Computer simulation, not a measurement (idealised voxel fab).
You're looking at the process module voxel self aligned contacts.
Section cut is 235 nm wide and gridded with 5 nm square cells.
Cross-section format: a grid of square cells, given as bands from top to bottom; each band is one or more rows of cells. For a band, the entry starts with two heights in nm, that of the top and then that of the bottom, and carries on with the band's materials in order from left to right, each alongside its width in nm; the word "everywhere" beside a single material means it fills the band edge to edge, and "air" means empty space. Heads up on the height convention: 0 is the point under which the incoming wafer is all one material, and the lowest band has no bottom, it just keeps going down, like "0 -> down". When a width is written as two numbers, as in "30->40", the first number is the width in the top row of cells of the band and the second is the width in its bottom row, and the width changes by the same amount from each row to the next. Step note "changes: none" = no cross-section cell changed. Listed in "Sealed internal voids": every empty space of 8 or more cells without an open way to the top. Form: width x height at distance, the distance being from the left edge, all in nm. after a step's settings: what the simulator itself notes on the step. What "overlay nm" on a step's line means: if the step has a mask, that mask lay this far to the right of its planned place, or, when the value is negative, to the left.

-- The process steps that were planned are listed below
1: RECEIVE,material Si
2: OXIDIZE,depth nm 5
3: DIRECTIONAL_DEP,material polySi,thk nm 20
4: DIRECTIONAL_DEP,material SiN,thk nm 15
5: DIRECTIONAL_DEP,material aC,thk nm 15
6: PATTERN,tone cover,mask id GATE,material resist,width nm 35,pitch nm 60,thk nm 30,overlay nm 0
7: DIRECTIONAL_ETCH,etch materials aC,depth nm 15
8: STRIP,etch materials resist
9: DIRECTIONAL_ETCH,etch materials SiN,depth nm 15
10: DIRECTIONAL_ETCH,etch materials polySi,depth nm 20
11: STRIP,etch materials aC
12: CONFORMAL_DEP,material SiN,thk nm 5
13: DIRECTIONAL_ETCH,etch materials SiN,depth nm 5
14: FILL_DEP,material SiO2,thk nm 10
15: CMP,height nm 40
16: DIRECTIONAL_DEP,material aC,thk nm 10
17: PATTERN,tone open,mask id CONTACT,material resist,width nm 35,thk nm 30,overlay nm 0
18: DIRECTIONAL_ETCH,etch materials aC,depth nm 10
19: STRIP,etch materials resist
20: DIRECTIONAL_ETCH,etch materials SiO2,depth nm 45
21: STRIP,etch materials aC
22: CONFORMAL_DEP,material TiN,thk nm 5
23: FILL_DEP,material Ru,thk nm 10
24: CMP,height nm 40
25: CONFORMAL_DEP,material SiN,thk nm 5

-- Incoming wafer, cross-sectional view, post step 1
* 0 -> down: Si everywhere
* Sealed internal voids: none

-- Wafer at module end, in section. Began as above, planned as above, run with one mistake
* 45 -> 40: SiN everywhere
* 40 -> 35: 65 SiO2 | 45 SiN | 15 TiN | 45 SiN | 65 SiO2
* 35 -> 20: SiN everywhere
* 20 -> 0: polySi everywhere
* 0 -> -5: SiO2 everywhere
* -5 -> down: Si everywhere
* Sealed internal voids: none
Error vs. plan: step 4 was run twice
